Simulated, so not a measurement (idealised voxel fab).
process module | voxel self aligned vias
cross-section cut | 195 nm wide | cells 5 nm
A cross-section is a grid of square cells, given in bands from the top down. A band is one or more rows of cells.
Each band's line starts with the height of the band's top and of its bottom, in nm. Then come its materials from left to right, each with its width in nm. One material with "throughout" fills the band from edge to edge. "air" is empty space.
Height 0 is the level under which the wafer as received is all one material. The lowest band goes on downwards, as in "0 down".
A width such as "30 to 40" changes by the same amount from each row of cells to the next, from the band's top row to its bottom row.
"no change" after a step means that no cell of the cross-section changed.
closed voids: empty space of 8 cells or more with no open way to the top, each as width x height at its distance from the left edge, in nm
after a step's settings: what the simulator itself notes on the step
overlay nm, on a step with a mask: how far to the right of its planned place the mask lay; to the left if negative
plan
1 op RECEIVE | material Si
2 op CONFORMAL_DEP | material SiO2 | thk nm 15
3 op CONFORMAL_DEP | material SiCN | thk nm 5
4 op DIRECTIONAL_DEP | material SiO2 | thk nm 25
5 op MASKED_ETCH | tone open | mask id LINES | width nm 25 | pitch nm 65 | etch materials SiO2 | depth nm 25 | overlay nm 0
6 op CONFORMAL_DEP | material TiN | thk nm 5
7 op FILL_DEP | material Ru | thk nm 10
8 op CMP | height nm 45
9 op SELECTIVE_ETCH | etch materials W Ru TiN | depth nm 5
10 op FILL_DEP | material SiN | thk nm 5
11 op CMP | height nm 45
12 op DIRECTIONAL_DEP | material SiO2 | thk nm 15
13 op DIRECTIONAL_DEP | material aC | thk nm 10
14 op PATTERN | tone open | mask id VIAS | material resist | width nm 35 | thk nm 30 | overlay nm 0
15 op DIRECTIONAL_ETCH | etch materials aC | depth nm 10
16 op STRIP | etch materials resist
17 op DIRECTIONAL_ETCH | etch materials SiO2 | depth nm 15
18 op DIRECTIONAL_ETCH | etch materials SiN | depth nm 5
19 op STRIP | etch materials aC
20 op CONFORMAL_DEP | material TiN | thk nm 5
21 op FILL_DEP | material Ru | thk nm 10
22 op CMP | height nm 60
23 op CONFORMAL_DEP | material SiN | thk nm 5
as received, after step 1
  0 down: Si throughout
  closed voids: none
a wafer at the end: this start, this plan, one mistake
  80 to 75: SiN throughout
  75 to 65: Ru throughout
  65 to 60: TiN 50 | Ru 25 | TiN 120
  60 to 50: SiO2 45 | TiN 5 | Ru 25 | TiN 5 | SiO2 115
  50 to 45: SiO2 45 | TiN 10 | Ru 15 | TiN 10 | SiO2 115
  45 to 40: SiO2 50 | TiN 25 | SiO2 40 | SiN 25 | SiO2 55
  40 to 25: SiO2 50 | TiN 5 | Ru 15 | TiN 5 | SiO2 40 | TiN 5 | Ru 15 | TiN 5 | SiO2 55
  25 to 20: SiO2 50 | TiN 25 | SiO2 40 | TiN 25 | SiO2 55
  20 to 15: SiCN throughout
  15 to 0: SiO2 throughout
  0 down: Si throughout
  closed voids: none
what went wrong: step 22 was left out
